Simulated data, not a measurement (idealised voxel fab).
process module | voxel trench capacitor
cross-section cut | 275 nm wide | cells 5 nm
A cross-section is a grid of square cells, given in bands from the top down. A band is one or more rows of cells.
Each band's line starts with the height of the band's top and of its bottom, in nm. Then come its materials from left to right, each with its width in nm. One material with "throughout" fills the band from edge to edge. "air" is empty space.
Height 0 is the level under which the wafer as received is all one material. The lowest band goes on downwards, as in "0 down".
A width such as "30 to 40" changes by the same amount from each row of cells to the next, from the band's top row to its bottom row.
"no change" after a step means that no cell of the cross-section changed.
closed voids: empty space of 8 cells or more with no open way to the top, each as width x height at its distance from the left edge, in nm
after a step's settings: what the simulator itself notes on the step
overlay nm, on a step with a mask: how far to the right of its planned place the mask lay; to the left if negative
plan
1 op RECEIVE | material Si
2 op CONFORMAL_DEP | material SiN | thk nm 10
3 op PATTERN | tone open | mask id TRENCH | material resist | width nm 25 | pitch nm 40 | thk nm 15 | overlay nm 0
4 op DIRECTIONAL_ETCH | etch materials SiN | depth nm 10
5 op DIRECTIONAL_ETCH | etch materials Si | depth nm 40
6 op STRIP | etch materials resist
7 op CONFORMAL_DEP | material Al2O3 | thk nm 5
8 op CONFORMAL_DEP | material TiN | thk nm 5
9 op FILL_DEP | material W | thk nm 10
10 op CMP | height nm 10
as received, after step 1
  0 down: Si throughout
  closed voids: none
a wafer at the end: this start, this plan, one mistake
  10 to 0: SiN 90 | Al2O3 5 | TiN 5 | Al2O3 5 | SiN 25 | Al2O3 5 | TiN 5 | Al2O3 5 | SiN 25 | Al2O3 5 | TiN 5 | Al2O3 5 | SiN 90
  0 to -35: Si 90 | Al2O3 5 | TiN 5 | Al2O3 5 | Si 25 | Al2O3 5 | TiN 5 | Al2O3 5 | Si 25 | Al2O3 5 | TiN 5 | Al2O3 5 | Si 90
  -35 to -40: Si 90 | Al2O3 15 | Si 25 | Al2O3 15 | Si 25 | Al2O3 15 | Si 90
  -40 down: Si throughout
  closed voids: none
what went wrong: step 3 ran as: op PATTERN | tone open | mask id TRENCH | material resist | width nm 15 | pitch nm 40 | thk nm 15 | overlay nm 0
